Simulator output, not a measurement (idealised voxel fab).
The following process module bears the name voxel gate over fins.
Cross-section cut: width 230 nm, square cells of 5 nm.
Cross-section format: a grid of square cells, given as bands from top to bottom; each band is one or more rows of cells. Band: top and bottom heights (nm) first, top before bottom; then materials from left to right, widths in nm. "all across" marks a sole material filling the band edge to edge. "blank" denotes empty space. Where do heights start? At 0: under that level the wafer as delivered is made of one material only. And the lowest band has no floor; it just carries on downward, as in "0 nm and below". Width "30->40": first value at the band's top row of cells, second value at its bottom row, equal change from row to row. Any step labelled "no alteration" changed none of the cells in the cross-section. Completely enclosed voids: empty space of 8 cells or more with no open way to the top, each as width x height at its distance from the left edge, in nm. Step line, after settings: the simulator's comment on this step. Among the settings permitted on a step's line is "overlay nm"; applied to a step with a mask, it specifies the extent to which the mask lay to the right of its planned position, whereas a negative figure signifies a position to the left.
# The following list gives the planned process steps
1 RECEIVE | material Si
2 CONFORMAL_DEP | material SiN | thk nm 5
3 DIRECTIONAL_DEP | material aC | thk nm 15
4 PATTERN | tone cover | mask id FINS | material resist | width nm 15 | pitch nm 45 | thk nm 30 | overlay nm 0
5 DIRECTIONAL_ETCH | etch materials aC | depth nm 15
6 STRIP | etch materials resist
7 DIRECTIONAL_ETCH | etch materials SiN | depth nm 5
8 DIRECTIONAL_ETCH | etch materials Si | depth nm 40
9 STRIP | etch materials aC
10 OXIDIZE | depth nm 5
11 FILL_DEP | material SiO2 | thk nm 15
12 CMP | height nm 5
13 SELECTIVE_ETCH | etch materials SiO2 | depth nm 15
14 STRIP | etch materials SiN
15 CONFORMAL_DEP | material HfO2 | thk nm 5
16 CONFORMAL_DEP | material TiN | thk nm 5
17 CONFORMAL_DEP | material TiAl | thk nm 5
18 CONFORMAL_DEP | material TiN | thk nm 5
19 FILL_DEP | material W | thk nm 10
20 CMP | height nm 25
21 CONFORMAL_DEP | material SiN | thk nm 10
# Step 1 complete: cross-section of the wafer as received
    0 nm and below: Si all across
    Completely enclosed voids: none
# The cross-section shown corresponds to the wafer at the conclusion of the module. The initial structure and the process plan are those presented above; however, one mistake occurred in executing the plan
    35 nm to 25 nm: SiN all across
    25 nm to 20 nm: W all across
    20 nm to 15 nm: W=25  TiN=180  W=25
    15 nm to 10 nm: W=25  TiN=5  TiAl=35  TiN=10  TiAl=35  TiN=10  TiAl=35  TiN=10  TiAl=35  TiN=5  W=25
    10 nm to 5 nm: TiN=30  TiAl=5  HfO2=25  TiAl=5  TiN=10  TiAl=5  HfO2=25  TiAl=5  TiN=10  TiAl=5  HfO2=25  TiAl=5  TiN=10  TiAl=5  HfO2=25  TiAl=5  TiN=30
    5 nm to 0 nm: TiAl=35  HfO2=5  TiN=15  HfO2=5  TiAl=20  HfO2=5  TiN=15  HfO2=5  TiAl=20  HfO2=5  TiN=15  HfO2=5  TiAl=20  HfO2=5  TiN=15  HfO2=5  TiAl=35
    0 nm to -5 nm: HfO2=40  TiN=5  Si=5  TiN=5  HfO2=30  TiN=5  Si=5  TiN=5  HfO2=30  TiN=5  Si=5  TiN=5  HfO2=30  TiN=5  Si=5  TiN=5  HfO2=40
    -5 nm to -10 nm: TiN=45  Si=5  TiN=40  Si=5  TiN=40  Si=5  TiN=40  Si=5  TiN=45
    -10 nm to -45 nm: SiO2=45  Si=5  SiO2=40  Si=5  SiO2=40  Si=5  SiO2=40  Si=5  SiO2=45
    -45 nm and below: Si all across
    Completely enclosed voids: none
Run error: the processing plan was not followed for steps 15 and 16, which were run with their positions exchanged
